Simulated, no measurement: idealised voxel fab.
The following process module bears the name voxel double patterning.
The cross-section on display is named cut; it measures 260 nm wide, and its cells are 5 nm squares.
In what follows, cross-sections appear as grids of square cells, described through bands that run from the top down, where every band is one or more rows of cells. Quick guide to a band line: top height, bottom height (nm) up front; then every material left to right with its width in nm. Only one material and it's marked "everywhere"? Then it fills the band edge to edge. And "empty" just means empty space. Height datum 0, below which the as-received substrate wafer is one material. Lowest band open at the bottom, running downward: "0 and below". A width such as "30 to 40" changes by the same amount from each row of cells to the next, from the band's top row to its bottom row. Basically "identical to before" means that step didn't change any cell in the cross-section. "Enclosed void catalog" enumerates empty spaces isolated from the top, with no open way to it, that contain at least 8 cells, giving each as width x height at distance from the left edge, all three in nm. If you see something after the settings on a step's line, that's the simulator's own remark about that step. Steps that use a mask can have "overlay nm" on their line. It says how far the mask sat to the right of where it was meant to be. Negative means to the left.
**The following list gives the planned process steps**
1: RECEIVE (material Si)
2: CONFORMAL_DEP (material SiO2; thk nm 5)
3: DIRECTIONAL_DEP (material TiN; thk nm 15)
4: DIRECTIONAL_DEP (material SiCN; thk nm 10)
5: MASKED_ETCH (tone open; mask id FIRST; width nm 15; pitch nm 50; etch materials SiCN; depth nm 10; overlay nm 0)
6: MASKED_ETCH (tone open; mask id SECOND; width nm 15; pitch nm 50; etch materials SiCN; depth nm 10; overlay nm 0)
7: DIRECTIONAL_ETCH (etch materials TiN; depth nm 15)
8: STRIP (etch materials SiCN)
**This is the cross-section of the wafer as we received it, i.e. after step 1**
* 0 and below = Si everywhere
* Enclosed void catalog: none
**What the wafer looks like in cross-section after this module, when it starts as shown above and follows the plan above but one mistake is made in running it**
* 20 down to 5 = TiN (70) / empty (15) / TiN (5) / empty (25) / TiN (5) / empty (15) / TiN (5) / empty (25) / TiN (5) / empty (15) / TiN (75)
* 5 down to 0 = SiO2 everywhere
* 0 and below = Si everywhere
* Enclosed void catalog: none
It is concluded that the wafer was processed incorrectly with respect to the plan, in that step 6 went in with a setting other than planned; the actual run was MASKED_ETCH (tone open; mask id SECOND; width nm 25; pitch nm 50; etch materials SiCN; depth nm 10; overlay nm 0)
